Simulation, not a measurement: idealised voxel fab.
The following process module bears the name voxel wiring stack.
Square cell edge 5 nm, section width 240 nm, ID cut.
Bands, listed from the top down, are how a cross-section gets written in this document; the cross-section itself is a grid of square cells, and a band is one or more rows of them.
Top height, bottom height, nm. Materials left to right, width each, nm. Single material + "full width" = fills band edge to edge. "air" = empty.
All heights in this document are referenced to 0, defined as the level beneath which the wafer, as received, consists entirely of one material. The lowest band is not bounded below; it extends indefinitely downward and is written in the form "0 -> down".
It should be noted that a width expressed as "30->40" varies in equal increments from row to row of cells within the band, taking the value of the first number at the top row and that of the second number at the bottom row.
Key: "no modifications" - step with no changed cell in the cross-section.
So "Sealed internal cavities" is basically the list of trapped voids: any empty space of 8 cells or more that can't reach the top through an opening. They're written width x height at distance, the distance being from the left edge, and it's all nm.
It should be noted that, on the line of a given step, the content following the step's settings is a remark produced by the simulator itself with respect to that step.
overlay nm: right-of-plan distance of the mask on a masked step; negative values mean left-of-plan.
-- Process steps foreseen in the plan
| 1 | RECEIVE with material Si |
| 2 | CONFORMAL_DEP with material SiO2, thk nm 15 |
| 3 | DIRECTIONAL_DEP with material TiN, thk nm 5 |
| 4 | DIRECTIONAL_DEP with material Ru, thk nm 25 |
| 5 | PATTERN with tone cover, mask id METAL_1, material resist, width nm 25, pitch nm 45, thk nm 20, overlay nm 0 |
| 6 | DIRECTIONAL_ETCH with etch materials Ru, depth nm 25 |
| 7 | DIRECTIONAL_ETCH with etch materials TiN, depth nm 5 |
| 8 | STRIP with etch materials resist |
| 9 | FILL_DEP with material lowk, thk nm 10 |
| 10 | CMP with height nm 45 |
| 11 | CONFORMAL_DEP with material SiCN, thk nm 5 |
| 12 | DIRECTIONAL_DEP with material lowk, thk nm 25 |
| 13 | DIRECTIONAL_DEP with material aC, thk nm 10 |
| 14 | PATTERN with tone open, mask id METAL_2_HOLES, material resist, width nm 15, pitch nm 45, thk nm 25, overlay nm 0 |
| 15 | DIRECTIONAL_ETCH with etch materials aC, depth nm 10 |
| 16 | STRIP with etch materials resist |
| 17 | DIRECTIONAL_ETCH with etch materials lowk, depth nm 25 |
| 18 | STRIP with etch materials aC |
| 19 | MASKED_ETCH with tone open, mask id METAL_2, width nm 25, pitch nm 45, etch materials lowk, depth nm 15, overlay nm 0 |
| 20 | MASKED_ETCH with tone open, mask id METAL_2, width nm 25, pitch nm 45, etch materials SiCN, depth nm 5, overlay nm 0 |
| 21 | CONFORMAL_DEP with material TiN, thk nm 5 |
| 22 | FILL_DEP with material Cu, thk nm 10 |
| 23 | CMP with height nm 75 |
| 24 | CONFORMAL_DEP with material SiCN, thk nm 5 |
-- Cross-section of the wafer upon arrival, representing the state reached after step 1
- 0 -> down | Si full width
- Sealed internal cavities: none
-- Post-module cross-section of the first of two wafers (run per plan)
- 80 -> 75 | SiCN full width
- 75 -> 65 | 40 lowk, 5 TiN, 15 Cu, 5 TiN, 20 lowk, 5 TiN, 15 Cu, 5 TiN, 20 lowk, 5 TiN, 15 Cu, 5 TiN, 20 lowk, 5 TiN, 15 Cu, 5 TiN, 40 lowk
- 65 -> 60 | 40 lowk, 5 TiN, 5 Cu, 15 TiN, 20 lowk, 5 TiN, 5 Cu, 15 TiN, 20 lowk, 5 TiN, 5 Cu, 15 TiN, 20 lowk, 5 TiN, 5 Cu, 15 TiN, 40 lowk
- 60 -> 50 | 40 lowk, 5 TiN, 5 Cu, 5 TiN, 30 lowk, 5 TiN, 5 Cu, 5 TiN, 30 lowk, 5 TiN, 5 Cu, 5 TiN, 30 lowk, 5 TiN, 5 Cu, 5 TiN, 50 lowk
- 50 -> 45 | 40 SiCN, 15 TiN, 30 SiCN, 15 TiN, 30 SiCN, 15 TiN, 30 SiCN, 15 TiN, 50 SiCN
- 45 -> 20 | 40 lowk, 25 Ru, 20 lowk, 25 Ru, 20 lowk, 25 Ru, 20 lowk, 25 Ru, 40 lowk
- 20 -> 15 | 40 lowk, 25 TiN, 20 lowk, 25 TiN, 20 lowk, 25 TiN, 20 lowk, 25 TiN, 40 lowk
- 15 -> 0 | SiO2 full width
- 0 -> down | Si full width
- Sealed internal cavities: none
-- Here is the second of the two wafers cut open at the end of the module - same start, same plan as the first one, but we made one mistake running it
- 80 -> 75 | SiCN full width
- 75 -> 65 | 40 lowk, 5 TiN, 15 Cu, 5 TiN, 20 lowk, 5 TiN, 15 Cu, 5 TiN, 20 lowk, 5 TiN, 15 Cu, 5 TiN, 20 lowk, 5 TiN, 15 Cu, 5 TiN, 40 lowk
- 65 -> 60 | 40 lowk, 5 TiN, 5 Cu, 15 TiN, 20 lowk, 5 TiN, 5 Cu, 15 TiN, 20 lowk, 5 TiN, 5 Cu, 15 TiN, 20 lowk, 5 TiN, 5 Cu, 15 TiN, 40 lowk
- 60 -> 50 | 40 lowk, 5 TiN, 5 Cu, 5 TiN, 30 lowk, 5 TiN, 5 Cu, 5 TiN, 30 lowk, 5 TiN, 5 Cu, 5 TiN, 30 lowk, 5 TiN, 5 Cu, 5 TiN, 50 lowk
- 50 -> 45 | 40 SiCN, 15 TiN, 30 SiCN, 15 TiN, 30 SiCN, 15 TiN, 30 SiCN, 15 TiN, 50 SiCN
- 45 -> 40 | lowk full width
- 40 -> 15 | 40 lowk, 25 Ru, 20 lowk, 25 Ru, 20 lowk, 25 Ru, 20 lowk, 25 Ru, 40 lowk
- 15 -> 0 | SiO2 full width
- 0 -> down | Si full width
- Sealed internal cavities: none
In executing the process, a mistake was made relative to the plan: step 3 was left out
Counted in cells at the end, the second wafer holds more or fewer of these materials than the first: TiN: 20 fewer; lowk: 20 more
